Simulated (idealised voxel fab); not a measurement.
Herein follows the process module entitled voxel transistor to metal.
Cross-section cut: width 215 nm, square cells of 5 nm.
Notation: cross-section as square-cell grid; stated in bands, top first, going down; one or more cell rows per band. The band entry comprises the height of the band's top followed by the height of its bottom, expressed in nm, and subsequently the band's materials from left to right, each stated together with its width in nm. Where a single material is marked with the word "everywhere", that material fills the band from edge to edge. The word "blank" represents empty space. Convention: height 0 is the level below which the wafer, as received, is all one material. The lowest band does not terminate at the bottom but continues downward, represented as "from 0 down". The two numbers in a width such as "30->40" mark its ends across the band: the first belongs to the top row of cells, the second to the bottom row, and from each row to the next the width moves by the same amount. The designation "left unchanged", where it is given for a processing step, indicates that no cell of the cross-section was altered in the course of that step. Heads up: "Sealed internal voids" only lists the empty pockets with no open path to the top that are 8 cells or more, and it writes them as width x height at distance, distance from the left edge, in nm. Anything after a step's settings on that line? It's the simulator's own note about the step. You can add "overlay nm" to a step's line. For a step with a mask, it describes how far the mask lay to the right of its planned position, and a negative number describes a lay to the left.
# Process steps foreseen in the plan
step 1: RECEIVE with material Si
step 2: OXIDIZE with depth nm 5
step 3: CONFORMAL_DEP with material SiN, thk nm 15
step 4: DIRECTIONAL_DEP with material aC, thk nm 15
step 5: PATTERN with tone cover, mask id ACTIVE, material resist, width nm 105, thk nm 35, overlay nm 0
step 6: DIRECTIONAL_ETCH with etch materials aC, depth nm 15
step 7: STRIP with etch materials resist
step 8: DIRECTIONAL_ETCH with etch materials SiN, depth nm 15
step 9: DIRECTIONAL_ETCH with etch materials SiO2, depth nm 5
step 10: DIRECTIONAL_ETCH with etch materials Si, depth nm 30
step 11: STRIP with etch materials aC
step 12: FILL_DEP with material SiO2, thk nm 10
step 13: CMP with height nm 15
step 14: SELECTIVE_ETCH with etch materials SiO2, depth nm 10
step 15: STRIP with etch materials SiN
step 16: SELECTIVE_ETCH with etch materials SiO2, depth nm 5
step 17: OXIDIZE with depth nm 5
step 18: DIRECTIONAL_DEP with material polySi, thk nm 30
step 19: DIRECTIONAL_DEP with material SiCN, thk nm 15
step 20: DIRECTIONAL_DEP with material aC, thk nm 10
step 21: PATTERN with tone cover, mask id GATE, material resist, width nm 25, thk nm 25, overlay nm 0
step 22: DIRECTIONAL_ETCH with etch materials aC, depth nm 10
step 23: STRIP with etch materials resist
step 24: DIRECTIONAL_ETCH with etch materials SiCN, depth nm 25
step 25: DIRECTIONAL_ETCH with etch materials polySi, depth nm 40
step 26: STRIP with etch materials aC
step 27: CONFORMAL_DEP with material SiN, thk nm 10
step 28: DIRECTIONAL_ETCH with etch materials SiN, depth nm 10
step 29: DIRECTIONAL_ETCH with etch materials SiO2, depth nm 5
step 30: DIRECTIONAL_ETCH with etch materials Si, depth nm 10
step 31: EPI with material nSi, thk nm 10
step 32: FILL_DEP with material SiO2, thk nm 10
step 33: CMP with height nm 40
step 34: DIRECTIONAL_DEP with material SiO2, thk nm 15
step 35: PATTERN with tone open, mask id CONTACT, material resist, width nm 20, pitch nm 75, thk nm 15, overlay nm 0
step 36: DIRECTIONAL_ETCH with etch materials SiO2, depth nm 65
step 37: STRIP with etch materials resist
step 38: CONFORMAL_DEP with material TiN, thk nm 5
step 39: FILL_DEP with material Ru, thk nm 5
step 40: CMP with height nm 55
step 41: DIRECTIONAL_DEP with material TiN, thk nm 5
step 42: DIRECTIONAL_DEP with material W, thk nm 25
step 43: DIRECTIONAL_DEP with material aC, thk nm 15
step 44: PATTERN with tone cover, mask id METAL_1, material resist, width nm 20, pitch nm 75, thk nm 30, overlay nm 0
step 45: DIRECTIONAL_ETCH with etch materials aC, depth nm 15
step 46: STRIP with etch materials resist
step 47: DIRECTIONAL_ETCH with etch materials W, depth nm 25
step 48: DIRECTIONAL_ETCH with etch materials TiN, depth nm 5
step 49: STRIP with etch materials aC
step 50: CONFORMAL_DEP with material SiCN, thk nm 5
step 51: FILL_DEP with material SiO2, thk nm 5
step 52: CMP with height nm 85
step 53: CONFORMAL_DEP with material SiN, thk nm 5
# Run as planned: first of two wafers
# This is the cross-section of the wafer as we received it, i.e. after step 1
  from 0 down | Si everywhere
  Sealed internal voids: none
# Wafer section view after processing step 2
  from 0 to -5 | SiO2 everywhere
  Lower than -5, everything is as it was.
# Wafer section view after processing step 3
  from 15 to 0 | SiN everywhere
  Lower than 0, everything is as it was.
# Wafer section view after processing step 4
  from 30 to 15 | aC everywhere
  Lower than 15, everything is as it was.
# Wafer section view after processing step 5
  from 65 to 30 | 55 of blank; 105 of resist; 55 of blank
  Lower than 30, everything is as it was.
# Wafer section view after processing step 6
  from 50 to 30 | 55 of blank; 105 of resist; 55 of blank
  from 30 to 15 | 55 of blank; 105 of aC; 55 of blank
  Lower than 15, everything is as it was.
# Wafer section view after processing step 7
  from 30 to 15 | 55 of blank; 105 of aC; 55 of blank
  Lower than 15, everything is as it was.
# Wafer section view after processing step 8
  from 30 to 15 | 55 of blank; 105 of aC; 55 of blank
  from 15 to 0 | 55 of blank; 105 of SiN; 55 of blank
  Lower than 0, everything is as it was.
# Wafer section view after processing step 9
  from 30 to 15 | 55 of blank; 105 of aC; 55 of blank
  from 15 to 0 | 55 of blank; 105 of SiN; 55 of blank
  from 0 to -5 | 55 of blank; 105 of SiO2; 55 of blank
  Lower than -5, everything is as it was.
# Wafer section view after processing step 10
  from 30 to 15 | 55 of blank; 105 of aC; 55 of blank
  from 15 to 0 | 55 of blank; 105 of SiN; 55 of blank
  from 0 to -5 | 55 of blank; 105 of SiO2; 55 of blank
  from -5 to -35 | 55 of blank; 105 of Si; 55 of blank
  Lower than -35, everything is as it was.
# Wafer section view after processing step 11
  from 15 to 0 | 55 of blank; 105 of SiN; 55 of blank
  Lower than 0, everything is as it was.
# Wafer section view after processing step 12
  from 25 to 15 | SiO2 everywhere
  from 15 to 0 | 55 of SiO2; 105 of SiN; 55 of SiO2
  from 0 to -5 | SiO2 everywhere
  from -5 to -35 | 55 of SiO2; 105 of Si; 55 of SiO2
  Lower than -35, everything is as it was.
# Wafer section view after processing step 13
  from 15 to 0 | 55 of SiO2; 105 of SiN; 55 of SiO2
  Lower than 0, everything is as it was.
# Wafer section view after processing step 14
  from 15 to 5 | 55 of blank; 105 of SiN; 55 of blank
  Lower than 5, everything is as it was.
# Wafer section view after processing step 15
  from 5 to 0 | 55 of SiO2; 105 of blank; 55 of SiO2
  Lower than 0, everything is as it was.
# Wafer section view after processing step 16
  from 0 to -5 | 50 of SiO2; 115 of blank; 50 of SiO2
  Lower than -5, everything is as it was.
# Wafer section view after processing step 17
  from 0 to -5 | 50 of SiO2; 115 of blank; 50 of SiO2
  from -5 to -10 | SiO2 everywhere
  Lower than -10, everything is as it was.
# Wafer section view after processing step 18
  from 30 to 25 | 50 of polySi; 115 of blank; 50 of polySi
  from 25 to 0 | polySi everywhere
  from 0 to -5 | 50 of SiO2; 115 of polySi; 50 of SiO2
  Lower than -5, everything is as it was.
# Wafer section view after processing step 19
  from 45 to 40 | 50 of SiCN; 115 of blank; 50 of SiCN
  from 40 to 30 | SiCN everywhere
  from 30 to 25 | 50 of polySi; 115 of SiCN; 50 of polySi
  Lower than 25, everything is as it was.
# Wafer section view after processing step 20
  from 55 to 50 | 50 of aC; 115 of blank; 50 of aC
  from 50 to 45 | aC everywhere
  from 45 to 40 | 50 of SiCN; 115 of aC; 50 of SiCN
  Lower than 40, everything is as it was.
# Wafer section view after processing step 21
  from 80 to 55 | 95 of blank; 25 of resist; 95 of blank
  from 55 to 50 | 50 of aC; 45 of blank; 25 of resist; 45 of blank; 50 of aC
  Lower than 50, everything is as it was.
# Wafer section view after processing step 22
  from 70 to 50 | 95 of blank; 25 of resist; 95 of blank
  from 50 to 45 | 95 of blank; 25 of aC; 95 of blank
  from 45 to 40 | 50 of SiCN; 45 of blank; 25 of aC; 45 of blank; 50 of SiCN
  Lower than 40, everything is as it was.
# Wafer section view after processing step 23
  from 50 to 45 | 95 of blank; 25 of aC; 95 of blank
  Lower than 45, everything is as it was.
# Wafer section view after processing step 24
  from 50 to 40 | 95 of blank; 25 of aC; 95 of blank
  from 40 to 30 | 95 of blank; 25 of SiCN; 95 of blank
  from 30 to 25 | 50 of polySi; 45 of blank; 25 of SiCN; 45 of blank; 50 of polySi
  Lower than 25, everything is as it was.
# Wafer section view after processing step 25
  from 50 to 40 | 95 of blank; 25 of aC; 95 of blank
  from 40 to 25 | 95 of blank; 25 of SiCN; 95 of blank
  from 25 to 0 | 95 of blank; 25 of polySi; 95 of blank
  from 0 to -5 | 50 of SiO2; 45 of blank; 25 of polySi; 45 of blank; 50 of SiO2
  Lower than -5, everything is as it was.
# Wafer section view after processing step 26
  from 40 to 25 | 95 of blank; 25 of SiCN; 95 of blank
  Lower than 25, everything is as it was.
# Wafer section view after processing step 27
  from 50 to 40 | 85 of blank; 45 of SiN; 85 of blank
  from 40 to 25 | 85 of blank; 10 of SiN; 25 of SiCN; 10 of SiN; 85 of blank
  from 25 to 10 | 85 of blank; 10 of SiN; 25 of polySi; 10 of SiN; 85 of blank
  from 10 to 5 | 60 of SiN; 25 of blank; 10 of SiN; 25 of polySi; 10 of SiN; 25 of blank; 60 of SiN
  from 5 to 0 | 95 of SiN; 25 of polySi; 95 of SiN
  from 0 to -5 | 50 of SiO2; 45 of SiN; 25 of polySi; 45 of SiN; 50 of SiO2
  Lower than -5, everything is as it was.
# Wafer section view after processing step 28
  from 40 to 25 | 85 of blank; 10 of SiN; 25 of SiCN; 10 of SiN; 85 of blank
  from 25 to 0 | 85 of blank; 10 of SiN; 25 of polySi; 10 of SiN; 85 of blank
  from 0 to -5 | 50 of SiO2; 10 of SiN; 25 of blank; 10 of SiN; 25 of polySi; 10 of SiN; 25 of blank; 10 of SiN; 50 of SiO2
  Lower than -5, everything is as it was.
# Wafer section view after processing step 29
  from 40 to 25 | 85 of blank; 10 of SiN; 25 of SiCN; 10 of SiN; 85 of blank
  from 25 to 0 | 85 of blank; 10 of SiN; 25 of polySi; 10 of SiN; 85 of blank
  from 0 to -5 | 50 of blank; 10 of SiN; 25 of blank; 10 of SiN; 25 of polySi; 10 of SiN; 25 of blank; 10 of SiN; 50 of blank
  from -5 to -10 | 60 of SiO2; 25 of blank; 45 of SiO2; 25 of blank; 60 of SiO2
  Lower than -10, everything is as it was.
# Wafer section view after processing step 30
  from 40 to 25 | 85 of blank; 10 of SiN; 25 of SiCN; 10 of SiN; 85 of blank
  from 25 to 0 | 85 of blank; 10 of SiN; 25 of polySi; 10 of SiN; 85 of blank
  from 0 to -5 | 50 of blank; 10 of SiN; 25 of blank; 10 of SiN; 25 of polySi; 10 of SiN; 25 of blank; 10 of SiN; 50 of blank
  from -5 to -10 | 60 of SiO2; 25 of blank; 45 of SiO2; 25 of blank; 60 of SiO2
  from -10 to -20 | 55 of SiO2; 5 of Si; 25 of blank; 45 of Si; 25 of blank; 5 of Si; 55 of SiO2
  Lower than -20, everything is as it was.
# Wafer section view after processing step 31
  from 40 to 25 | 85 of blank; 10 of SiN; 25 of SiCN; 10 of SiN; 85 of blank
  from 25 to 0 | 85 of blank; 10 of SiN; 25 of polySi; 10 of SiN; 85 of blank
  from 0 to -5 | 50 of blank; 10 of SiN; 10 of nSi; 5 of blank; 10 of nSi; 10 of SiN; 25 of polySi; 10 of SiN; 10 of nSi; 5 of blank; 10 of nSi; 10 of SiN; 50 of blank
  from -5 to -10 | 60 of SiO2; 10 of nSi; 5 of blank; 10 of nSi; 45 of SiO2; 10 of nSi; 5 of blank; 10 of nSi; 60 of SiO2
  from -10 to -20 | 55 of SiO2; 5 of Si; 25 of nSi; 45 of Si; 25 of nSi; 5 of Si; 55 of SiO2
  Lower than -20, everything is as it was.
# Wafer section view after processing step 32
  from 50 to 40 | SiO2 everywhere
  from 40 to 25 | 85 of SiO2; 10 of SiN; 25 of SiCN; 10 of SiN; 85 of SiO2
  from 25 to 0 | 85 of SiO2; 10 of SiN; 25 of polySi; 10 of SiN; 85 of SiO2
  from 0 to -5 | 50 of SiO2; 10 of SiN; 10 of nSi; 5 of SiO2; 10 of nSi; 10 of SiN; 25 of polySi; 10 of SiN; 10 of nSi; 5 of SiO2; 10 of nSi; 10 of SiN; 50 of SiO2
  from -5 to -10 | 60 of SiO2; 10 of nSi; 5 of SiO2; 10 of nSi; 45 of SiO2; 10 of nSi; 5 of SiO2; 10 of nSi; 60 of SiO2
  Lower than -10, everything is as it was.
# Wafer section view after processing step 33
  from 40 to 25 | 85 of SiO2; 10 of SiN; 25 of SiCN; 10 of SiN; 85 of SiO2
  Lower than 25, everything is as it was.
# Wafer section view after processing step 34
  from 55 to 40 | SiO2 everywhere
  Lower than 40, everything is as it was.
# Wafer section view after processing step 35
  from 70 to 55 | 60 of resist; 20 of blank; 55 of resist; 20 of blank; 60 of resist
  Lower than 55, everything is as it was.
# Wafer section view after processing step 36
  from 70 to 55 | 60 of resist; 20 of blank; 55 of resist; 20 of blank; 60 of resist
  from 55 to 40 | 60 of SiO2; 20 of blank; 55 of SiO2; 20 of blank; 60 of SiO2
  from 40 to 25 | 60 of SiO2; 20 of blank; 5 of SiO2; 10 of SiN; 25 of SiCN; 10 of SiN; 5 of SiO2; 20 of blank; 60 of SiO2
  from 25 to 0 | 60 of SiO2; 20 of blank; 5 of SiO2; 10 of SiN; 25 of polySi; 10 of SiN; 5 of SiO2; 20 of blank; 60 of SiO2
  from 0 to -5 | 50 of SiO2; 10 of SiN; 10 of nSi; 5 of blank; 10 of nSi; 10 of SiN; 25 of polySi; 10 of SiN; 10 of nSi; 5 of blank; 10 of nSi; 10 of SiN; 50 of SiO2
  from -5 to -10 | 60 of SiO2; 10 of nSi; 5 of blank; 10 of nSi; 45 of SiO2; 10 of nSi; 5 of blank; 10 of nSi; 60 of SiO2
  Lower than -10, everything is as it was.
# Wafer section view after processing step 37
  from 55 to 40 | 60 of SiO2; 20 of blank; 55 of SiO2; 20 of blank; 60 of SiO2
  Lower than 40, everything is as it was.
# Wafer section view after processing step 38
  from 60 to 55 | 65 of TiN; 10 of blank; 65 of TiN; 10 of blank; 65 of TiN
  from 55 to 40 | 60 of SiO2; 5 of TiN; 10 of blank; 5 of TiN; 55 of SiO2; 5 of TiN; 10 of blank; 5 of TiN; 60 of SiO2
  from 40 to 25 | 60 of SiO2; 5 of TiN; 10 of blank; 5 of TiN; 5 of SiO2; 10 of SiN; 25 of SiCN; 10 of SiN; 5 of SiO2; 5 of TiN; 10 of blank; 5 of TiN; 60 of SiO2
  from 25 to 5 | 60 of SiO2; 5 of TiN; 10 of blank; 5 of TiN; 5 of SiO2; 10 of SiN; 25 of polySi; 10 of SiN; 5 of SiO2; 5 of TiN; 10 of blank; 5 of TiN; 60 of SiO2
  from 5 to 0 | 60 of SiO2; 20 of TiN; 5 of SiO2; 10 of SiN; 25 of polySi; 10 of SiN; 5 of SiO2; 20 of TiN; 60 of SiO2
  from 0 to -5 | 50 of SiO2; 10 of SiN; 10 of nSi; 5 of TiN; 10 of nSi; 10 of SiN; 25 of polySi; 10 of SiN; 10 of nSi; 5 of TiN; 10 of nSi; 10 of SiN; 50 of SiO2
  from -5 to -10 | 60 of SiO2; 10 of nSi; 5 of TiN; 10 of nSi; 45 of SiO2; 10 of nSi; 5 of TiN; 10 of nSi; 60 of SiO2
  Lower than -10, everything is as it was.
# Wafer section view after processing step 39
  from 65 to 60 | Ru everywhere
  from 60 to 55 | 65 of TiN; 10 of Ru; 65 of TiN; 10 of Ru; 65 of TiN
  from 55 to 40 | 60 of SiO2; 5 of TiN; 10 of Ru; 5 of TiN; 55 of SiO2; 5 of TiN; 10 of Ru; 5 of TiN; 60 of SiO2
  from 40 to 25 | 60 of SiO2; 5 of TiN; 10 of Ru; 5 of TiN; 5 of SiO2; 10 of SiN; 25 of SiCN; 10 of SiN; 5 of SiO2; 5 of TiN; 10 of Ru; 5 of TiN; 60 of SiO2
  from 25 to 5 | 60 of SiO2; 5 of TiN; 10 of Ru; 5 of TiN; 5 of SiO2; 10 of SiN; 25 of polySi; 10 of SiN; 5 of SiO2; 5 of TiN; 10 of Ru; 5 of TiN; 60 of SiO2
  Lower than 5, everything is as it was.
# Wafer section view after processing step 40
  from 55 to 40 | 60 of SiO2; 5 of TiN; 10 of Ru; 5 of TiN; 55 of SiO2; 5 of TiN; 10 of Ru; 5 of TiN; 60 of SiO2
  Lower than 40, everything is as it was.
# Wafer section view after processing step 41
  from 60 to 55 | TiN everywhere
  Lower than 55, everything is as it was.
# Wafer section view after processing step 42
  from 85 to 60 | W everywhere
  Lower than 60, everything is as it was.
# Wafer section view after processing step 43
  from 100 to 85 | aC everywhere
  Lower than 85, everything is as it was.
# Wafer section view after processing step 44
  from 130 to 100 | 60 of blank; 20 of resist; 55 of blank; 20 of resist; 60 of blank
  Lower than 100, everything is as it was.
# Wafer section view after processing step 45
  from 115 to 100 | 60 of blank; 20 of resist; 55 of blank; 20 of resist; 60 of blank
  from 100 to 85 | 60 of blank; 20 of aC; 55 of blank; 20 of aC; 60 of blank
  Lower than 85, everything is as it was.
# Wafer section view after processing step 46
  from 100 to 85 | 60 of blank; 20 of aC; 55 of blank; 20 of aC; 60 of blank
  Lower than 85, everything is as it was.
# Wafer section view after processing step 47
  from 100 to 85 | 60 of blank; 20 of aC; 55 of blank; 20 of aC; 60 of blank
  from 85 to 60 | 60 of blank; 20 of W; 55 of blank; 20 of W; 60 of blank
  Lower than 60, everything is as it was.
# Wafer section view after processing step 48
  from 100 to 85 | 60 of blank; 20 of aC; 55 of blank; 20 of aC; 60 of blank
  from 85 to 60 | 60 of blank; 20 of W; 55 of blank; 20 of W; 60 of blank
  from 60 to 55 | 60 of blank; 20 of TiN; 55 of blank; 20 of TiN; 60 of blank
  Lower than 55, everything is as it was.
# Wafer section view after processing step 49
  from 85 to 60 | 60 of blank; 20 of W; 55 of blank; 20 of W; 60 of blank
  Lower than 60, everything is as it was.
# Wafer section view after processing step 50
  from 90 to 85 | 55 of blank; 30 of SiCN; 45 of blank; 30 of SiCN; 55 of blank
  from 85 to 60 | 55 of blank; 5 of SiCN; 20 of W; 5 of SiCN; 45 of blank; 5 of SiCN; 20 of W; 5 of SiCN; 55 of blank
  from 60 to 55 | 60 of SiCN; 20 of TiN; 55 of SiCN; 20 of TiN; 60 of SiCN
  Lower than 55, everything is as it was.
# Wafer section view after processing step 51
  from 95 to 90 | SiO2 everywhere
  from 90 to 85 | 55 of SiO2; 30 of SiCN; 45 of SiO2; 30 of SiCN; 55 of SiO2
  from 85 to 60 | 55 of SiO2; 5 of SiCN; 20 of W; 5 of SiCN; 45 of SiO2; 5 of SiCN; 20 of W; 5 of SiCN; 55 of SiO2
  Lower than 60, everything is as it was.
# Wafer section view after processing step 52
  from 85 to 60 | 55 of SiO2; 5 of SiCN; 20 of W; 5 of SiCN; 45 of SiO2; 5 of SiCN; 20 of W; 5 of SiCN; 55 of SiO2
  Lower than 60, everything is as it was.
# Wafer section view after processing step 53
  from 90 to 85 | SiN everywhere
  Lower than 85, everything is as it was.
# The second wafer was prepared from the same starting point and under the same plan as the first; its processing contained one mistake, and it remains indistinguishable from the first wafer up to and including step 40
# Second wafer shown in cross-section at the time step 41 was slated to end
  from 60 to 55 | SiO2 everywhere
  Lower than 55, everything is as it was.
# Second wafer shown in cross-section at the time step 42 was slated to end
  from 85 to 60 | W everywhere
  Lower than 60, everything is as it was.
# Second wafer shown in cross-section at the time step 43 was slated to end
  from 100 to 85 | aC everywhere
  Lower than 85, everything is as it was.
# Second wafer shown in cross-section at the time step 44 was slated to end
  from 130 to 100 | 60 of blank; 20 of resist; 55 of blank; 20 of resist; 60 of blank
  Lower than 100, everything is as it was.
# Second wafer shown in cross-section at the time step 45 was slated to end
  from 115 to 100 | 60 of blank; 20 of resist; 55 of blank; 20 of resist; 60 of blank
  from 100 to 85 | 60 of blank; 20 of aC; 55 of blank; 20 of aC; 60 of blank
  Lower than 85, everything is as it was.
# Second wafer shown in cross-section at the time step 46 was slated to end
  from 100 to 85 | 60 of blank; 20 of aC; 55 of blank; 20 of aC; 60 of blank
  Lower than 85, everything is as it was.
# Second wafer shown in cross-section at the time step 47 was slated to end
  from 100 to 85 | 60 of blank; 20 of aC; 55 of blank; 20 of aC; 60 of blank
  from 85 to 60 | 60 of blank; 20 of W; 55 of blank; 20 of W; 60 of blank
  Lower than 60, everything is as it was.
Second wafer shown in cross-section at the time step 48 was slated to end: left unchanged
# Second wafer shown in cross-section at the time step 49 was slated to end
  from 85 to 60 | 60 of blank; 20 of W; 55 of blank; 20 of W; 60 of blank
  Lower than 60, everything is as it was.
# Second wafer shown in cross-section at the time step 50 was slated to end
  from 90 to 85 | 55 of blank; 30 of SiCN; 45 of blank; 30 of SiCN; 55 of blank
  from 85 to 65 | 55 of blank; 5 of SiCN; 20 of W; 5 of SiCN; 45 of blank; 5 of SiCN; 20 of W; 5 of SiCN; 55 of blank
  from 65 to 60 | 60 of SiCN; 20 of W; 55 of SiCN; 20 of W; 60 of SiCN
  Lower than 60, everything is as it was.
# Second wafer shown in cross-section at the time step 51 was slated to end
  from 95 to 90 | SiO2 everywhere
  from 90 to 85 | 55 of SiO2; 30 of SiCN; 45 of SiO2; 30 of SiCN; 55 of SiO2
  from 85 to 65 | 55 of SiO2; 5 of SiCN; 20 of W; 5 of SiCN; 45 of SiO2; 5 of SiCN; 20 of W; 5 of SiCN; 55 of SiO2
  Lower than 65, everything is as it was.
# Second wafer shown in cross-section at the time step 52 was slated to end
  from 85 to 65 | 55 of SiO2; 5 of SiCN; 20 of W; 5 of SiCN; 45 of SiO2; 5 of SiCN; 20 of W; 5 of SiCN; 55 of SiO2
  Lower than 65, everything is as it was.
# Second wafer shown in cross-section at the time step 53 was slated to end
  from 90 to 85 | SiN everywhere
  Lower than 85, everything is as it was.
Want to know what went wrong? step 41, actual vs plan mismatch, actual run DIRECTIONAL_DEP with material SiO2, thk nm 5
Count the cells at the end and the second wafer has more or fewer of some materials than the first: SiCN -4, SiO2 +12, TiN -8
